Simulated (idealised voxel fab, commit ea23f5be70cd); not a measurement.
voxel ribs on slabs: a process module
cross-section cut | 145 nm wide | cells 5 nm
The cross-sections in this document take the form of a grid made of square cells. They are written out as bands, in order from top to bottom. Each band consists of one or more rows of cells.
It is stipulated that each band's entry specify, in nanometres, the height of the top of the band and then that of its bottom, followed by the materials of the band in left-to-right sequence, each together with its width in nanometres. A single material marked by the word "everywhere" is understood to fill the band from edge to edge; the word "air" is understood to denote empty space.
Heights from 0 (as-received wafer is one material below). Bottom band endless downward, as "0 and below".
Per-row width for "30 to 40": begins at first number (top row of band), ends at second number (bottom row), increment between rows held constant.
"identical to before" after a step means that no cell of the cross-section changed.
This entry, "Encapsulated voids", enumerates those empty regions of no fewer than 8 cells that possess no open connection to the top. Each region is reported in the form width x height at distance, the distance being taken from the left edge, with all three quantities expressed in nm.
It should be noted that, on the line of a given step, the content following the step's settings is a remark produced by the simulator itself with respect to that step.
"overlay nm", when on a step's line for a step with a mask, measures how far to the right of its planned place the mask lay; a negative measure means to the left.
This section lists the process steps that were planned:
1 RECEIVE with material Si
2 DIRECTIONAL_DEP with material SiO2, thk nm 30
3 DIRECTIONAL_DEP with material polySi, thk nm 15
4 MASKED_ETCH with tone cover, mask id RIB, width nm 25, etch materials polySi, depth nm 5, overlay nm 0
5 PATTERN with tone cover, mask id SLAB, material resist, width nm 65, thk nm 20, overlay nm 0
6 DIRECTIONAL_ETCH with etch materials polySi, depth nm 10
7 STRIP with etch materials resist
8 FILL_DEP with material SiO2, thk nm 30
9 CMP with height nm 55
10 DIRECTIONAL_DEP with material TiN, thk nm 10
11 PATTERN with tone cover, mask id HEATER, material resist, width nm 35, thk nm 15, overlay nm 0
12 DIRECTIONAL_ETCH with etch materials TiN, depth nm 10
13 STRIP with etch materials resist
14 CONFORMAL_DEP with material SiO2, thk nm 5
Every wafer here starts from the same state; it is the step 9 height nm that distinguishes them, and the value the plan gives belongs to the first wafer.
This is how the first of several wafers looked in cross-section when it arrived, which is after step 1:
- 0 and below = Si everywhere
- Encapsulated voids: none
Below: a row per wafer. Contents at end of module: for every material, cells gained since receipt (+) or lost since receipt (-); then closed voids:
height nm 55 | +321 SiO2 | +14 TiN | +31 polySi | Encapsulated voids: none
height nm 60 | +350 SiO2 | +14 TiN | +31 polySi | Encapsulated voids: none
height nm 65 | +379 SiO2 | +14 TiN | +31 polySi | Encapsulated voids: none
height nm 70 | +408 SiO2 | +14 TiN | +31 polySi | Encapsulated voids: none
height nm 75 | +437 SiO2 | +14 TiN | +31 polySi | Encapsulated voids: none
